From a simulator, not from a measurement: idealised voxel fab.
Presented below is a process module, voxel self aligned vias.
The width of the displayed cross-section, cut, is 220 nm; its cells are square, with a size of 5 nm.
Each cross-section below is a grid of square cells, stated as bands in top-down order, with one or more rows of cells making up each band.
Band entry format. Leading values: height of top, height of bottom, nm. Remainder: materials in left-to-right order, each with its width in nm. Special words: "all across" on a single material, which then fills the band edge to edge; "blank", empty space.
Height datum 0, below which the as-received substrate wafer is one material. Lowest band open at the bottom, running downward: "from 0 down".
You'd read "30..40" like this: the band's top row of cells is as wide as the first number, its bottom row is as wide as the second, and going down, every row changes width by the same amount as the row before did.
Given "remains unaltered" for a step, no cell of the cross-section differs between before and after that step.
Voids not open to the top, 8 cells minimum: see "Fully enclosed voids". Written width x height at distance; distance is from the left edge; nm.
Note: text after step settings on the step line = simulator remark on that step.
The line of a step may include "overlay nm". On a step with a mask, this value is how far to the right of its planned place the mask lay. A negative value means the mask lay to the left.
[Set out below are the planned steps of the process]
- 1: RECEIVE: material Si
- 2: CONFORMAL_DEP: material SiO2, thk nm 10
- 3: CONFORMAL_DEP: material SiCN, thk nm 5
- 4: DIRECTIONAL_DEP: material lowk, thk nm 30
- 5: DIRECTIONAL_DEP: material aC, thk nm 10
- 6: PATTERN: tone open, mask id LINES, material resist, width nm 30, pitch nm 70, thk nm 30, overlay nm 0
- 7: DIRECTIONAL_ETCH: etch materials aC, depth nm 10
- 8: STRIP: etch materials resist
- 9: DIRECTIONAL_ETCH: etch materials lowk, depth nm 30
- 10: STRIP: etch materials aC
- 11: CONFORMAL_DEP: material TiN, thk nm 5
- 12: FILL_DEP: material W, thk nm 5
- 13: CMP: height nm 45
- 14: SELECTIVE_ETCH: etch materials W Ru TiN, depth nm 10
- 15: FILL_DEP: material SiN, thk nm 10
- 16: CMP: height nm 45
- 17: DIRECTIONAL_DEP: material lowk, thk nm 15
- 18: MASKED_ETCH: tone open, mask id VIAS, width nm 40, pitch nm 70, etch materials lowk, depth nm 15, overlay nm 0
- 19: MASKED_ETCH: tone open, mask id VIAS, width nm 40, pitch nm 70, etch materials SiN, depth nm 10, overlay nm 0
- 20: CONFORMAL_DEP: material TiN, thk nm 5
- 21: FILL_DEP: material W, thk nm 10
- 22: CMP: height nm 60
- 23: CONFORMAL_DEP: material SiCN, thk nm 5
[As received (post step 1): cross-section]
* from 0 down: Si all across
* Fully enclosed voids: none
[Post-module cross-section of the first of two wafers (run per plan)]
* from 65 to 60: SiCN all across
* from 60 to 50: 55 nm lowk | 5 nm TiN | 30 nm W | 5 nm TiN | 30 nm lowk | 5 nm TiN | 30 nm W | 5 nm TiN | 55 nm lowk
* from 50 to 40: 55..60 nm lowk | 10..5 nm TiN | 20 nm W | 10..5 nm TiN | 30..40 nm lowk | 10..5 nm TiN | 20 nm W | 10..5 nm TiN | 55..60 nm lowk
* from 40 to 35: 60 nm lowk | 30 nm TiN | 40 nm lowk | 30 nm TiN | 60 nm lowk
* from 35 to 20: 60 nm lowk | 5 nm TiN | 20 nm W | 5 nm TiN | 40 nm lowk | 5 nm TiN | 20 nm W | 5 nm TiN | 60 nm lowk
* from 20 to 15: 60 nm lowk | 30 nm TiN | 40 nm lowk | 30 nm TiN | 60 nm lowk
* from 15 to 10: SiCN all across
* from 10 to 0: SiO2 all across
* from 0 down: Si all across
* Fully enclosed voids: none
[Same start, same plan as the first wafer - but one mistake in the run. Cross-section of the second of the two at the end of the module]
* from 75 to 70: SiCN all across
* from 70 to 65: W all across
* from 65 to 60: 60 nm TiN | 30 nm W | 40 nm TiN | 30 nm W | 60 nm TiN
* from 60 to 50: 55 nm lowk | 5 nm TiN | 30 nm W | 5 nm TiN | 30 nm lowk | 5 nm TiN | 30 nm W | 5 nm TiN | 55 nm lowk
* from 50 to 40: 55..60 nm lowk | 10..5 nm TiN | 20 nm W | 10..5 nm TiN | 30..40 nm lowk | 10..5 nm TiN | 20 nm W | 10..5 nm TiN | 55..60 nm lowk
* from 40 to 35: 60 nm lowk | 30 nm TiN | 40 nm lowk | 30 nm TiN | 60 nm lowk
* from 35 to 20: 60 nm lowk | 5 nm TiN | 20 nm W | 5 nm TiN | 40 nm lowk | 5 nm TiN | 20 nm W | 5 nm TiN | 60 nm lowk
* from 20 to 15: 60 nm lowk | 30 nm TiN | 40 nm lowk | 30 nm TiN | 60 nm lowk
* from 15 to 10: SiCN all across
* from 10 to 0: SiO2 all across
* from 0 down: Si all across
* Fully enclosed voids: none
Finding, execution versus plan: so step 22 ended up running with a different setting than we planned, it ran as CMP: height nm 70
Final difference in cells, second wafer against first, listed per material as more or fewer: TiN: 32 more | W: 56 more
